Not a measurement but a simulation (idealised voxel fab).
process module | voxel air gaps
cross-section cut | 205 nm wide | cells 5 nm
A cross-section is a grid of square cells, given in bands from the top down. A band is one or more rows of cells.
Each band's line starts with the height of the band's top and of its bottom, in nm. Then come its materials from left to right, each with its width in nm. One material with "throughout" fills the band from edge to edge. "air" is empty space.
Height 0 is the level under which the wafer as received is all one material. The lowest band goes on downwards, as in "0 down".
A width such as "30 to 40" changes by the same amount from each row of cells to the next, from the band's top row to its bottom row.
"no change" after a step means that no cell of the cross-section changed.
closed voids: empty space of 8 cells or more with no open way to the top, each as width x height at its distance from the left edge, in nm
after a step's settings: what the simulator itself notes on the step
overlay nm, on a step with a mask: how far to the right of its planned place the mask lay; to the left if negative
plan
1 op RECEIVE | material Si
2 op CONFORMAL_DEP | material SiO2 | thk nm 10
3 op CONFORMAL_DEP | material SiCN | thk nm 5
4 op DIRECTIONAL_DEP | material SiO2 | thk nm 30
5 op PATTERN | tone open | mask id LINES | material resist | width nm 20 | pitch nm 45 | thk nm 20 | overlay nm 0
6 op DIRECTIONAL_ETCH | etch materials SiO2 | depth nm 30
7 op STRIP | etch materials resist
8 op CONFORMAL_DEP | material TiN | thk nm 5
9 op FILL_DEP | material Cu | thk nm 10
10 op CMP | height nm 45
11 op EPI | material Ru | thk nm 10
12 op SELECTIVE_ETCH | etch materials SiO2 | depth nm 40
13 op CONFORMAL_DEP | material SiCN | thk nm 5
as received, after step 1
  0 down: Si throughout
  closed voids: none
first wafer at the end, as planned
  60 to 55: air 30 | SiCN 140 | air 35
  55 to 45: air 30 | SiCN 5 | Ru 40 | SiCN 5 | Ru 40 | SiCN 5 | Ru 40 | SiCN 5 | air 35
  45 to 40: air 30 | SiCN 15 | TiN 5 | Cu 10 | TiN 5 | SiCN 25 | TiN 5 | Cu 10 | TiN 5 | SiCN 25 | TiN 5 | Cu 10 | TiN 5 | SiCN 15 | air 35
  40 to 20: air 40 | SiCN 5 | TiN 5 | Cu 10 | TiN 5 | SiCN 5 | air 15 | SiCN 5 | TiN 5 | Cu 10 | TiN 5 | SiCN 5 | air 15 | SiCN 5 | TiN 5 | Cu 10 | TiN 5 | SiCN 5 | air 45
  20 to 15: SiCN 45 | TiN 20 | SiCN 25 | TiN 20 | SiCN 25 | TiN 20 | SiCN 50
  15 to 10: SiCN throughout
  10 to 0: SiO2 throughout
  0 down: Si throughout
  closed voids: 15 x 20 at 70; 15 x 20 at 115
second wafer at the end: like start, like plan, one mistake
  70 to 65: air 20 | SiCN 160 | air 25
  65 to 45: air 20 | SiCN 5 | Ru 150 | SiCN 5 | air 25
  45 to 40: air 20 | SiCN 25 | TiN 5 | Cu 10 | TiN 5 | SiO2 25 | TiN 5 | Cu 10 | TiN 5 | SiO2 25 | TiN 5 | Cu 10 | TiN 5 | SiCN 25 | air 25
  40 to 20: air 40 | SiCN 5 | TiN 5 | Cu 10 | TiN 5 | SiO2 25 | TiN 5 | Cu 10 | TiN 5 | SiO2 25 | TiN 5 | Cu 10 | TiN 5 | SiCN 5 | air 45
  20 to 15: SiCN 45 | TiN 20 | SiO2 25 | TiN 20 | SiO2 25 | TiN 20 | SiCN 50
  15 to 10: SiCN throughout
  10 to 0: SiO2 throughout
  0 down: Si throughout
  closed voids: none
what went wrong: step 11 was run twice
at the end the second wafer has, in cells: 72 more of Ru | 28 fewer of SiCN | 60 more of SiO2
closed voids at the end (first wafer, second wafer): 2, 0
